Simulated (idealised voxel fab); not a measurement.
The process module presented herein is designated voxel transistor to metal.
Section shown: cut. Width: 205 nm. Cell size: 5 nm, square.
When this document writes out a cross-section, it uses a grid of square cells and lists it as bands, beginning at the top and moving down, with a band standing for one or more rows of cells.
What a band's entry tells you: where the top is and where the bottom is, as heights in nm, and after that what lies inside, material by material from left to right, each with its width in nm. Empty space is written as the word "blank", and a single material marked with the word "full width" occupies the band from edge to edge.
For the purposes of this specification, 0 denotes the height below which the wafer in its as-received condition is composed wholly of one material, and the lowermost band, lacking a lower limit, extends downward without end, as expressed in "top 0, no bottom".
The width entry "30 to 40" should be interpreted row by row: the top row of cells in the band takes the first number, the bottom row takes the second number, and the change between adjacent rows is uniform throughout.
Step marked "no change occurred"? Then no cell in the cross-section changed in it.
The entry "Tabulated closed voids" lists the empty spaces that cover at least 8 cells and have no open path to the top. Each is written as width x height at distance, where the distance is measured from the left edge and all three values are in nm.
Note: text after step settings on the step line = simulator remark on that step.
Each step line may optionally specify "overlay nm", which for a step with a mask gives the rightward distance between the mask's planned place and where it lay, a negative value indicating the leftward direction.
## These are the steps we planned for the process
step 1: RECEIVE (material Si)
step 2: CONFORMAL_DEP (material SiO2; thk nm 5)
step 3: CONFORMAL_DEP (material SiN; thk nm 10)
step 4: DIRECTIONAL_DEP (material aC; thk nm 10)
step 5: PATTERN (tone cover; mask id ACTIVE; material resist; width nm 135; thk nm 30; overlay nm 0)
step 6: DIRECTIONAL_ETCH (etch materials aC; depth nm 10)
step 7: STRIP (etch materials resist)
step 8: DIRECTIONAL_ETCH (etch materials SiN; depth nm 10)
step 9: DIRECTIONAL_ETCH (etch materials SiO2; depth nm 5)
step 10: DIRECTIONAL_ETCH (etch materials Si; depth nm 30)
step 11: STRIP (etch materials aC)
step 12: FILL_DEP (material SiO2; thk nm 15)
step 13: CMP (height nm 15)
step 14: SELECTIVE_ETCH (etch materials SiO2; depth nm 10)
step 15: STRIP (etch materials SiN)
step 16: SELECTIVE_ETCH (etch materials SiO2; depth nm 5)
step 17: OXIDIZE (depth nm 5)
step 18: DIRECTIONAL_DEP (material polySi; thk nm 25)
step 19: DIRECTIONAL_DEP (material SiCN; thk nm 15)
step 20: MASKED_ETCH (tone cover; mask id GATE; width nm 35; etch materials SiCN; depth nm 25; overlay nm 0)
step 21: MASKED_ETCH (tone cover; mask id GATE; width nm 35; etch materials polySi; depth nm 35; overlay nm 0)
step 22: CONFORMAL_DEP (material SiN; thk nm 10)
step 23: DIRECTIONAL_ETCH (etch materials SiN; depth nm 10)
step 24: DIRECTIONAL_ETCH (etch materials SiO2; depth nm 5)
step 25: DIRECTIONAL_ETCH (etch materials Si; depth nm 5)
step 26: EPI (material SiGe; thk nm 5)
step 27: FILL_DEP (material SiO2; thk nm 5)
step 28: CMP (height nm 25)
step 29: STRIP (etch materials polySi)
step 30: SELECTIVE_ETCH (etch materials SiO2; depth nm 5)
step 31: CONFORMAL_DEP (material HfO2; thk nm 5)
step 32: CONFORMAL_DEP (material TiN; thk nm 5)
step 33: FILL_DEP (material W; thk nm 10)
step 34: CMP (height nm 20)
step 35: DIRECTIONAL_DEP (material SiO2; thk nm 15)
step 36: PATTERN (tone open; mask id CONTACT; material resist; width nm 20; pitch nm 95; thk nm 20; overlay nm 0)
step 37: DIRECTIONAL_ETCH (etch materials SiO2; depth nm 40)
step 38: STRIP (etch materials resist)
step 39: CONFORMAL_DEP (material TiN; thk nm 5)
step 40: FILL_DEP (material W; thk nm 5)
step 41: CMP (height nm 35)
step 42: DIRECTIONAL_DEP (material TiN; thk nm 5)
step 43: DIRECTIONAL_DEP (material W; thk nm 25)
step 44: DIRECTIONAL_DEP (material aC; thk nm 15)
step 45: PATTERN (tone cover; mask id METAL_1; material resist; width nm 20; pitch nm 95; thk nm 30; overlay nm 0)
step 46: DIRECTIONAL_ETCH (etch materials aC; depth nm 15)
step 47: STRIP (etch materials resist)
step 48: DIRECTIONAL_ETCH (etch materials W; depth nm 25)
step 49: DIRECTIONAL_ETCH (etch materials TiN; depth nm 5)
step 50: STRIP (etch materials aC)
step 51: CONFORMAL_DEP (material SiN; thk nm 5)
step 52: FILL_DEP (material lowk; thk nm 10)
step 53: CMP (height nm 65)
step 54: CONFORMAL_DEP (material SiCN; thk nm 5)
## Wafer at receipt (post step 1), cross-section
> top 0, no bottom = Si full width
> Tabulated closed voids: none
## Post-module cross-section of the first of two wafers (run per plan)
> top 70, bottom 65 = SiCN full width
> top 65, bottom 40 = lowk (40); SiN (5); W (20); SiN (5); lowk (65); SiN (5); W (20); SiN (5); lowk (40)
> top 40, bottom 35 = SiN (45); TiN (20); SiN (75); TiN (20); SiN (45)
> top 35, bottom 20 = SiO2 (45); TiN (5); W (10); TiN (5); SiO2 (75); TiN (5); W (10); TiN (5); SiO2 (45)
> top 20, bottom 5 = SiO2 (45); TiN (5); W (10); TiN (5); SiO2 (10); SiN (10); HfO2 (5); TiN (5); W (15); TiN (5); HfO2 (5); SiN (10); SiO2 (10); TiN (5); W (10); TiN (5); SiO2 (45)
> top 5, bottom 0 = SiO2 (45); TiN (5); W (10); TiN (5); SiO2 (10); SiN (10); HfO2 (5); TiN (25); HfO2 (5); SiN (10); SiO2 (10); TiN (5); W (10); TiN (5); SiO2 (45)
> top 0, bottom -5 = SiO2 (45); TiN (20); SiO2 (5); SiGe (5); SiO2 (5); HfO2 (45); SiO2 (5); SiGe (5); SiO2 (5); TiN (20); SiO2 (45)
> top -5, bottom -10 = SiO2 (35); SiGe (40); Si (55); SiGe (40); SiO2 (35)
> top -10, bottom -30 = SiO2 (35); Si (135); SiO2 (35)
> top -30, no bottom = Si full width
> Tabulated closed voids: none
## Presented here is a cross-section of the second of the two wafers as it stood at the end of the module. It was started in the same manner and assigned the same plan as the first wafer; however, one mistake was made in its execution
> top 70, bottom 65 = SiCN full width
> top 65, bottom 40 = lowk (40); SiN (5); W (20); SiN (5); lowk (65); SiN (5); W (20); SiN (5); lowk (40)
> top 40, bottom 35 = SiN (45); TiN (20); SiN (75); TiN (20); SiN (45)
> top 35, bottom 20 = SiO2 (45); TiN (5); W (10); TiN (5); SiO2 (75); TiN (5); W (10); TiN (5); SiO2 (45)
> top 20, bottom 5 = SiO2 (45); TiN (5); W (10); TiN (5); SiO2 (10); SiN (10); HfO2 (5); TiN (5); W (15); TiN (5); HfO2 (5); SiN (10); SiO2 (10); TiN (5); W (10); TiN (5); SiO2 (45)
> top 5, bottom 0 = SiO2 (45); TiN (5); W (10); TiN (5); SiO2 (10); SiN (10); HfO2 (5); TiN (25); HfO2 (5); SiN (10); SiO2 (10); TiN (5); W (10); TiN (5); SiO2 (45)
> top 0, bottom -5 = SiO2 (45); TiN (20); SiO2 (5); SiGe (5); SiO2 (5); HfO2 (45); SiO2 (5); SiGe (5); SiO2 (5); TiN (20); SiO2 (45)
> top -5, bottom -10 = SiO2 (45); SiGe (30); Si (55); SiGe (50); SiO2 (25)
> top -10, bottom -30 = SiO2 (45); Si (135); SiO2 (25)
> top -30, no bottom = Si full width
> Tabulated closed voids: none
Deviation noted in wafer processing: planned and actual differ for step 5; actual: PATTERN (tone cover; mask id ACTIVE; material resist; width nm 135; thk nm 30; overlay nm 10)
Tallied in cells, the final second wafer holds each material in the same quantity as the first, although not at the same places.
